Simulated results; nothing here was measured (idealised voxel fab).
process module | voxel transistor to metal
cross-section cut | 210 nm wide | cells 5 nm
A cross-section is a grid of square cells, given in bands from the top down. A band is one or more rows of cells.
Each band's line starts with the height of the band's top and of its bottom, in nm. Then come its materials from left to right, each with its width in nm. One material with "throughout" fills the band from edge to edge. "air" is empty space.
Height 0 is the level under which the wafer as received is all one material. The lowest band goes on downwards, as in "0 down".
A width such as "30 to 40" changes by the same amount from each row of cells to the next, from the band's top row to its bottom row.
"no change" after a step means that no cell of the cross-section changed.
closed voids: empty space of 8 cells or more with no open way to the top, each as width x height at its distance from the left edge, in nm
after a step's settings: what the simulator itself notes on the step
overlay nm, on a step with a mask: how far to the right of its planned place the mask lay; to the left if negative
plan
1 op RECEIVE | material Si
2 op OXIDIZE | depth nm 5
3 op CONFORMAL_DEP | material SiN | thk nm 10
4 op DIRECTIONAL_DEP | material aC | thk nm 10
5 op PATTERN | tone cover | mask id ACTIVE | material resist | width nm 85 | thk nm 30 | overlay nm 0
6 op DIRECTIONAL_ETCH | etch materials aC | depth nm 10
7 op STRIP | etch materials resist
8 op DIRECTIONAL_ETCH | etch materials SiN | depth nm 10
9 op DIRECTIONAL_ETCH | etch materials SiO2 | depth nm 5
10 op DIRECTIONAL_ETCH | etch materials Si | depth nm 25
11 op STRIP | etch materials aC
12 op OXIDIZE | depth nm 5
13 op FILL_DEP | material SiO2 | thk nm 15
14 op CMP | height nm 10
15 op SELECTIVE_ETCH | etch materials SiO2 | depth nm 5
16 op STRIP | etch materials SiN
17 op SELECTIVE_ETCH | etch materials SiO2 | depth nm 5
18 op OXIDIZE | depth nm 5
19 op DIRECTIONAL_DEP | material polySi | thk nm 25
20 op DIRECTIONAL_DEP | material SiCN | thk nm 10
21 op DIRECTIONAL_DEP | material aC | thk nm 15
22 op PATTERN | tone cover | mask id GATE | material resist | width nm 15 | thk nm 35 | overlay nm 0
23 op DIRECTIONAL_ETCH | etch materials aC | depth nm 15
24 op STRIP | etch materials resist
25 op DIRECTIONAL_ETCH | etch materials SiCN | depth nm 20
26 op DIRECTIONAL_ETCH | etch materials polySi | depth nm 35
27 op STRIP | etch materials aC
28 op CONFORMAL_DEP | material SiO2 | thk nm 5
29 op DIRECTIONAL_ETCH | etch materials SiO2 | depth nm 5
30 op CONFORMAL_DEP | material SiN | thk nm 5
31 op DIRECTIONAL_ETCH | etch materials SiN | depth nm 5
32 op DIRECTIONAL_ETCH | etch materials SiO2 | depth nm 5
33 op EPI | material pSi | thk nm 5
34 op FILL_DEP | material SiO2 | thk nm 10
35 op CMP | height nm 30
36 op DIRECTIONAL_DEP | material SiO2 | thk nm 15
37 op PATTERN | tone open | mask id CONTACT | material resist | width nm 25 | pitch nm 50 | thk nm 20 | overlay nm 0
38 op DIRECTIONAL_ETCH | etch materials SiO2 | depth nm 50
39 op STRIP | etch materials resist
40 op CONFORMAL_DEP | material TiN | thk nm 5
41 op FILL_DEP | material W | thk nm 5
42 op CMP | height nm 45
43 op CONFORMAL_DEP | material SiN | thk nm 5
44 op DIRECTIONAL_DEP | material lowk | thk nm 25
45 op DIRECTIONAL_DEP | material aC | thk nm 10
46 op PATTERN | tone open | mask id METAL_1 | material resist | width nm 15 | pitch nm 60 | thk nm 25 | overlay nm 0
47 op DIRECTIONAL_ETCH | etch materials aC | depth nm 10
48 op STRIP | etch materials resist
49 op DIRECTIONAL_ETCH | etch materials lowk | depth nm 25
50 op DIRECTIONAL_ETCH | etch materials SiN | depth nm 5
51 op STRIP | etch materials aC
52 op CONFORMAL_DEP | material TiN | thk nm 5
53 op FILL_DEP | material W | thk nm 10
54 op CMP | height nm 75
55 op CONFORMAL_DEP | material SiCN | thk nm 5
56 op DIRECTIONAL_DEP | material lowk | thk nm 35
57 op PATTERN | tone open | mask id METAL_2 | material resist | width nm 15 | pitch nm 60 | thk nm 20 | overlay nm 0
58 op DIRECTIONAL_ETCH | etch materials lowk | depth nm 20
59 op STRIP | etch materials resist
60 op PATTERN | tone open | mask id METAL_2_HOLES | material resist | width nm 15 | pitch nm 60 | thk nm 15 | overlay nm 0
61 op DIRECTIONAL_ETCH | etch materials lowk | depth nm 15
62 op DIRECTIONAL_ETCH | etch materials SiCN | depth nm 5
63 op STRIP | etch materials resist
64 op CONFORMAL_DEP | material TiN | thk nm 5
65 op FILL_DEP | material Cu | thk nm 5
66 op CMP | height nm 115
67 op CONFORMAL_DEP | material SiN | thk nm 5
as received, after step 1
  0 down: Si throughout
  closed voids: none
first wafer at the end, as planned
  120 to 115: SiN throughout
  115 to 80: lowk 65 | TiN 5 | Cu 5 | TiN 5 | lowk 45 | TiN 5 | Cu 5 | TiN 5 | lowk 70
  80 to 75: SiCN 65 | TiN 15 | SiCN 45 | TiN 15 | SiCN 70
  75 to 50: lowk 65 | TiN 5 | W 5 | TiN 5 | lowk 45 | TiN 5 | W 5 | TiN 5 | lowk 70
  50 to 45: SiN 65 | TiN 15 | SiN 45 | TiN 15 | SiN 70
  45 to 35: SiO2 65 | TiN 5 | W 15 | TiN 5 | SiO2 25 | TiN 5 | W 15 | TiN 5 | SiO2 70
  35 to 30: SiO2 65 | TiN 5 | W 10 | TiN 10 | SiO2 25 | TiN 10 | W 10 | TiN 5 | SiO2 70
  30 to 20: SiO2 65 | TiN 5 | W 10 | TiN 5 | SiN 5 | SiO2 5 | SiCN 15 | SiO2 5 | SiN 5 | TiN 5 | W 10 | TiN 5 | SiO2 70
  20 to 0: SiO2 65 | TiN 5 | W 10 | TiN 5 | SiN 5 | SiO2 5 | polySi 15 | SiO2 5 | SiN 5 | TiN 5 | W 10 | TiN 5 | SiO2 70
  0 to -5: SiO2 60 | SiN 5 | TiN 20 | SiN 5 | SiO2 5 | polySi 15 | SiO2 5 | SiN 5 | TiN 20 | SiN 5 | SiO2 65
  -5 to -10: SiO2 65 | pSi 20 | SiO2 35 | pSi 20 | SiO2 70
  -10 to -35: SiO2 65 | Si 75 | SiO2 70
  -35 down: Si throughout
  closed voids: none
second wafer at the end: like start, like plan, one mistake
  120 to 115: SiN throughout
  115 to 80: lowk throughout
  80 to 75: SiCN throughout
  75 to 50: lowk 65 | TiN 5 | W 5 | TiN 5 | lowk 45 | TiN 5 | W 5 | TiN 5 | lowk 70
  50 to 45: SiN 65 | TiN 15 | SiN 45 | TiN 15 | SiN 70
  45 to 35: SiO2 65 | TiN 5 | W 15 | TiN 5 | SiO2 25 | TiN 5 | W 15 | TiN 5 | SiO2 70
  35 to 30: SiO2 65 | TiN 5 | W 10 | TiN 10 | SiO2 25 | TiN 10 | W 10 | TiN 5 | SiO2 70
  30 to 20: SiO2 65 | TiN 5 | W 10 | TiN 5 | SiN 5 | SiO2 5 | SiCN 15 | SiO2 5 | SiN 5 | TiN 5 | W 10 | TiN 5 | SiO2 70
  20 to 0: SiO2 65 | TiN 5 | W 10 | TiN 5 | SiN 5 | SiO2 5 | polySi 15 | SiO2 5 | SiN 5 | TiN 5 | W 10 | TiN 5 | SiO2 70
  0 to -5: SiO2 60 | SiN 5 | TiN 20 | SiN 5 | SiO2 5 | polySi 15 | SiO2 5 | SiN 5 | TiN 20 | SiN 5 | SiO2 65
  -5 to -10: SiO2 65 | pSi 20 | SiO2 35 | pSi 20 | SiO2 70
  -10 to -35: SiO2 65 | Si 75 | SiO2 70
  -35 down: Si throughout
  closed voids: none
what went wrong: step 56 was run twice
at the end the second wafer has, in cells: 14 fewer of Cu | 6 more of SiCN | 34 fewer of TiN | 42 more of lowk
